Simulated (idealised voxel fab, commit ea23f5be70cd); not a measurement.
A process module follows: voxel self aligned contacts.
The cross-section shown here is cut; it is 230 nm wide and divided into square cells measuring 5 nm on a side.
When this document writes out a cross-section, it uses a grid of square cells and lists it as bands, beginning at the top and moving down, with a band standing for one or more rows of cells.
What a band's entry tells you: where the top is and where the bottom is, as heights in nm, and after that what lies inside, material by material from left to right, each with its width in nm. Empty space is written as the word "air", and a single material marked with the word "throughout" occupies the band from edge to edge.
Below 0: as-received wafer, all one material; heights counted from there. Lowest band: no bottom, goes on down, written "0 and below".
When a width is written as two numbers, as in "30->40", the first number is the width in the top row of cells of the band and the second is the width in its bottom row, and the width changes by the same amount from each row to the next.
Step note "no alteration" = no cross-section cell changed.
You'll see "Closed void catalog" listing empty spaces that have no way open to the top, as long as they're 8 cells or more; the notation is width x height at distance, where the distance is from the left edge, and all of it is in nm.
Heads up: the bit after the settings on a step's line is the simulator's remark on that step.
The optional step-line setting "overlay nm" applies to steps with a mask and quantifies how far to the right of its planned location the mask lay, a negative value indicating leftward placement.

## Planned process steps
| 1 | RECEIVE,material Si |
| 2 | OXIDIZE,depth nm 5 |
| 3 | DIRECTIONAL_DEP,material polySi,thk nm 20 |
| 4 | DIRECTIONAL_DEP,material SiN,thk nm 25 |
| 5 | MASKED_ETCH,tone cover,mask id GATE,width nm 35,pitch nm 75,etch materials SiN,depth nm 25,overlay nm 0 |
| 6 | MASKED_ETCH,tone cover,mask id GATE,width nm 35,pitch nm 75,etch materials polySi,depth nm 20,overlay nm 0 |
| 7 | CONFORMAL_DEP,material SiN,thk nm 10 |
| 8 | DIRECTIONAL_ETCH,etch materials SiN,depth nm 10 |
| 9 | FILL_DEP,material SiO2,thk nm 15 |
| 10 | CMP,height nm 50 |
| 11 | DIRECTIONAL_DEP,material aC,thk nm 10 |
| 12 | PATTERN,tone open,mask id CONTACT,material resist,width nm 60,pitch nm 75,thk nm 30,overlay nm 0 |
| 13 | DIRECTIONAL_ETCH,etch materials aC,depth nm 10 |
| 14 | STRIP,etch materials resist |
| 15 | DIRECTIONAL_ETCH,etch materials SiO2,depth nm 55 |
| 16 | STRIP,etch materials aC |
| 17 | CONFORMAL_DEP,material TiN,thk nm 5 |
| 18 | FILL_DEP,material Ru,thk nm 10 |
| 19 | CMP,height nm 50 |
| 20 | CONFORMAL_DEP,material SiCN,thk nm 5 |

## First wafer out of two, processed as planned

## Delivered wafer in cross-section: state after step 1
	0 and below: Si throughout
	Closed void catalog: none

## Cross-section through the wafer, step 2 finished
	0 down to -5: SiO2 throughout
	Beneath the level -5, the cross-section is identical to its previous state.

## Cross-section through the wafer, step 3 finished
	20 down to 0: polySi throughout
	Beneath the level 0, the cross-section is identical to its previous state.

## Cross-section through the wafer, step 4 finished
	45 down to 20: SiN throughout
	Beneath the level 20, the cross-section is identical to its previous state.

## Cross-section through the wafer, step 5 finished
	45 down to 20: 20 of air / 35 of SiN / 40 of air / 35 of SiN / 40 of air / 35 of SiN / 25 of air
	Beneath the level 20, the cross-section is identical to its previous state.

## Cross-section through the wafer, step 6 finished
	45 down to 20: 20 of air / 35 of SiN / 40 of air / 35 of SiN / 40 of air / 35 of SiN / 25 of air
	20 down to 0: 20 of air / 35 of polySi / 40 of air / 35 of polySi / 40 of air / 35 of polySi / 25 of air
	Beneath the level 0, the cross-section is identical to its previous state.

## Cross-section through the wafer, step 7 finished
	55 down to 20: 10 of air / 55 of SiN / 20 of air / 55 of SiN / 20 of air / 55 of SiN / 15 of air
	20 down to 10: 10 of air / 10 of SiN / 35 of polySi / 10 of SiN / 20 of air / 10 of SiN / 35 of polySi / 10 of SiN / 20 of air / 10 of SiN / 35 of polySi / 10 of SiN / 15 of air
	10 down to 0: 20 of SiN / 35 of polySi / 40 of SiN / 35 of polySi / 40 of SiN / 35 of polySi / 25 of SiN
	Beneath the level 0, the cross-section is identical to its previous state.

## Cross-section through the wafer, step 8 finished
	45 down to 20: 10 of air / 55 of SiN / 20 of air / 55 of SiN / 20 of air / 55 of SiN / 15 of air
	20 down to 0: 10 of air / 10 of SiN / 35 of polySi / 10 of SiN / 20 of air / 10 of SiN / 35 of polySi / 10 of SiN / 20 of air / 10 of SiN / 35 of polySi / 10 of SiN / 15 of air
	Beneath the level 0, the cross-section is identical to its previous state.

## Cross-section through the wafer, step 9 finished
	60 down to 45: SiO2 throughout
	45 down to 20: 10 of SiO2 / 55 of SiN / 20 of SiO2 / 55 of SiN / 20 of SiO2 / 55 of SiN / 15 of SiO2
	20 down to 0: 10 of SiO2 / 10 of SiN / 35 of polySi / 10 of SiN / 20 of SiO2 / 10 of SiN / 35 of polySi / 10 of SiN / 20 of SiO2 / 10 of SiN / 35 of polySi / 10 of SiN / 15 of SiO2
	Beneath the level 0, the cross-section is identical to its previous state.

## Cross-section through the wafer, step 10 finished
	50 down to 45: SiO2 throughout
	Beneath the level 45, the cross-section is identical to its previous state.

## Cross-section through the wafer, step 11 finished
	60 down to 50: aC throughout
	Beneath the level 50, the cross-section is identical to its previous state.

## Cross-section through the wafer, step 12 finished
	90 down to 60: 45 of resist / 60 of air / 15 of resist / 60 of air / 50 of resist
	Beneath the level 60, the cross-section is identical to its previous state.

## Cross-section through the wafer, step 13 finished
	80 down to 60: 45 of resist / 60 of air / 15 of resist / 60 of air / 50 of resist
	60 down to 50: 45 of aC / 60 of air / 15 of aC / 60 of air / 50 of aC
	Beneath the level 50, the cross-section is identical to its previous state.

## Cross-section through the wafer, step 14 finished
	60 down to 50: 45 of aC / 60 of air / 15 of aC / 60 of air / 50 of aC
	Beneath the level 50, the cross-section is identical to its previous state.

## Cross-section through the wafer, step 15 finished
	60 down to 50: 45 of aC / 60 of air / 15 of aC / 60 of air / 50 of aC
	50 down to 45: 45 of SiO2 / 60 of air / 15 of SiO2 / 60 of air / 50 of SiO2
	45 down to 20: 10 of SiO2 / 55 of SiN / 20 of air / 55 of SiN / 20 of air / 55 of SiN / 15 of SiO2
	20 down to 0: 10 of SiO2 / 10 of SiN / 35 of polySi / 10 of SiN / 20 of air / 10 of SiN / 35 of polySi / 10 of SiN / 20 of air / 10 of SiN / 35 of polySi / 10 of SiN / 15 of SiO2
	0 down to -5: 65 of SiO2 / 20 of air / 55 of SiO2 / 20 of air / 70 of SiO2
	Beneath the level -5, the cross-section is identical to its previous state.

## Cross-section through the wafer, step 16 finished
	50 down to 45: 45 of SiO2 / 60 of air / 15 of SiO2 / 60 of air / 50 of SiO2
	Beneath the level 45, the cross-section is identical to its previous state.

## Cross-section through the wafer, step 17 finished
	55 down to 50: 50 of TiN / 50 of air / 25 of TiN / 50 of air / 55 of TiN
	50 down to 45: 45 of SiO2 / 25 of TiN / 10 of air / 25 of TiN / 15 of SiO2 / 25 of TiN / 10 of air / 25 of TiN / 50 of SiO2
	45 down to 20: 10 of SiO2 / 55 of SiN / 5 of TiN / 10 of air / 5 of TiN / 55 of SiN / 5 of TiN / 10 of air / 5 of TiN / 55 of SiN / 15 of SiO2
	20 down to 0: 10 of SiO2 / 10 of SiN / 35 of polySi / 10 of SiN / 5 of TiN / 10 of air / 5 of TiN / 10 of SiN / 35 of polySi / 10 of SiN / 5 of TiN / 10 of air / 5 of TiN / 10 of SiN / 35 of polySi / 10 of SiN / 15 of SiO2
	0 down to -5: 65 of SiO2 / 20 of TiN / 55 of SiO2 / 20 of TiN / 70 of SiO2
	Beneath the level -5, the cross-section is identical to its previous state.

## Cross-section through the wafer, step 18 finished
	65 down to 55: Ru throughout
	55 down to 50: 50 of TiN / 50 of Ru / 25 of TiN / 50 of Ru / 55 of TiN
	50 down to 45: 45 of SiO2 / 25 of TiN / 10 of Ru / 25 of TiN / 15 of SiO2 / 25 of TiN / 10 of Ru / 25 of TiN / 50 of SiO2
	45 down to 20: 10 of SiO2 / 55 of SiN / 5 of TiN / 10 of Ru / 5 of TiN / 55 of SiN / 5 of TiN / 10 of Ru / 5 of TiN / 55 of SiN / 15 of SiO2
	20 down to 0: 10 of SiO2 / 10 of SiN / 35 of polySi / 10 of SiN / 5 of TiN / 10 of Ru / 5 of TiN / 10 of SiN / 35 of polySi / 10 of SiN / 5 of TiN / 10 of Ru / 5 of TiN / 10 of SiN / 35 of polySi / 10 of SiN / 15 of SiO2
	Beneath the level 0, the cross-section is identical to its previous state.

## Cross-section through the wafer, step 19 finished
	50 down to 45: 45 of SiO2 / 25 of TiN / 10 of Ru / 25 of TiN / 15 of SiO2 / 25 of TiN / 10 of Ru / 25 of TiN / 50 of SiO2
	Beneath the level 45, the cross-section is identical to its previous state.

## Cross-section through the wafer, step 20 finished
	55 down to 50: SiCN throughout
	Beneath the level 50, the cross-section is identical to its previous state.

## The Second Wafer: Common Origin and Plan, One Mistake in Execution, Identical to the First Through Step 11

## Cross-section of the second wafer when, according to plan, step 12 should have finished
	90 down to 60: 35 of resist / 60 of air / 15 of resist / 60 of air / 60 of resist
	Beneath the level 60, the cross-section is identical to its previous state.

## Cross-section of the second wafer when, according to plan, step 13 should have finished
	80 down to 60: 35 of resist / 60 of air / 15 of resist / 60 of air / 60 of resist
	60 down to 50: 35 of aC / 60 of air / 15 of aC / 60 of air / 60 of aC
	Beneath the level 50, the cross-section is identical to its previous state.

## Cross-section of the second wafer when, according to plan, step 14 should have finished
	60 down to 50: 35 of aC / 60 of air / 15 of aC / 60 of air / 60 of aC
	Beneath the level 50, the cross-section is identical to its previous state.

## Cross-section of the second wafer when, according to plan, step 15 should have finished
	60 down to 50: 35 of aC / 60 of air / 15 of aC / 60 of air / 60 of aC
	50 down to 45: 35 of SiO2 / 60 of air / 15 of SiO2 / 60 of air / 60 of SiO2
	45 down to 20: 10 of SiO2 / 55 of SiN / 20 of air / 55 of SiN / 20 of air / 55 of SiN / 15 of SiO2
	20 down to 0: 10 of SiO2 / 10 of SiN / 35 of polySi / 10 of SiN / 20 of air / 10 of SiN / 35 of polySi / 10 of SiN / 20 of air / 10 of SiN / 35 of polySi / 10 of SiN / 15 of SiO2
	0 down to -5: 65 of SiO2 / 20 of air / 55 of SiO2 / 20 of air / 70 of SiO2
	Beneath the level -5, the cross-section is identical to its previous state.

## Cross-section of the second wafer when, according to plan, step 16 should have finished
	50 down to 45: 35 of SiO2 / 60 of air / 15 of SiO2 / 60 of air / 60 of SiO2
	Beneath the level 45, the cross-section is identical to its previous state.

## Cross-section of the second wafer when, according to plan, step 17 should have finished
	55 down to 50: 40 of TiN / 50 of air / 25 of TiN / 50 of air / 65 of TiN
	50 down to 45: 35 of SiO2 / 35 of TiN / 10 of air / 15 of TiN / 15 of SiO2 / 35 of TiN / 10 of air / 15 of TiN / 60 of SiO2
	45 down to 20: 10 of SiO2 / 55 of SiN / 5 of TiN / 10 of air / 5 of TiN / 55 of SiN / 5 of TiN / 10 of air / 5 of TiN / 55 of SiN / 15 of SiO2
	20 down to 0: 10 of SiO2 / 10 of SiN / 35 of polySi / 10 of SiN / 5 of TiN / 10 of air / 5 of TiN / 10 of SiN / 35 of polySi / 10 of SiN / 5 of TiN / 10 of air / 5 of TiN / 10 of SiN / 35 of polySi / 10 of SiN / 15 of SiO2
	0 down to -5: 65 of SiO2 / 20 of TiN / 55 of SiO2 / 20 of TiN / 70 of SiO2
	Beneath the level -5, the cross-section is identical to its previous state.

## Cross-section of the second wafer when, according to plan, step 18 should have finished
	65 down to 55: Ru throughout
	55 down to 50: 40 of TiN / 50 of Ru / 25 of TiN / 50 of Ru / 65 of TiN
	50 down to 45: 35 of SiO2 / 35 of TiN / 10 of Ru / 15 of TiN / 15 of SiO2 / 35 of TiN / 10 of Ru / 15 of TiN / 60 of SiO2
	45 down to 20: 10 of SiO2 / 55 of SiN / 5 of TiN / 10 of Ru / 5 of TiN / 55 of SiN / 5 of TiN / 10 of Ru / 5 of TiN / 55 of SiN / 15 of SiO2
	20 down to 0: 10 of SiO2 / 10 of SiN / 35 of polySi / 10 of SiN / 5 of TiN / 10 of Ru / 5 of TiN / 10 of SiN / 35 of polySi / 10 of SiN / 5 of TiN / 10 of Ru / 5 of TiN / 10 of SiN / 35 of polySi / 10 of SiN / 15 of SiO2
	Beneath the level 0, the cross-section is identical to its previous state.

## Cross-section of the second wafer when, according to plan, step 19 should have finished
	50 down to 45: 35 of SiO2 / 35 of TiN / 10 of Ru / 15 of TiN / 15 of SiO2 / 35 of TiN / 10 of Ru / 15 of TiN / 60 of SiO2
	Beneath the level 45, the cross-section is identical to its previous state.

## Cross-section of the second wafer when, according to plan, step 20 should have finished
	55 down to 50: SiCN throughout
	Beneath the level 50, the cross-section is identical to its previous state.
What was done differently from what was planned? step 12 was run on a setting that differed from the plan, and what really ran there is PATTERN,tone open,mask id CONTACT,material resist,width nm 60,pitch nm 75,thk nm 30,overlay nm -10
Matching per-material cell counts, mismatched positions: that is how the second wafer compares with the first at the end.
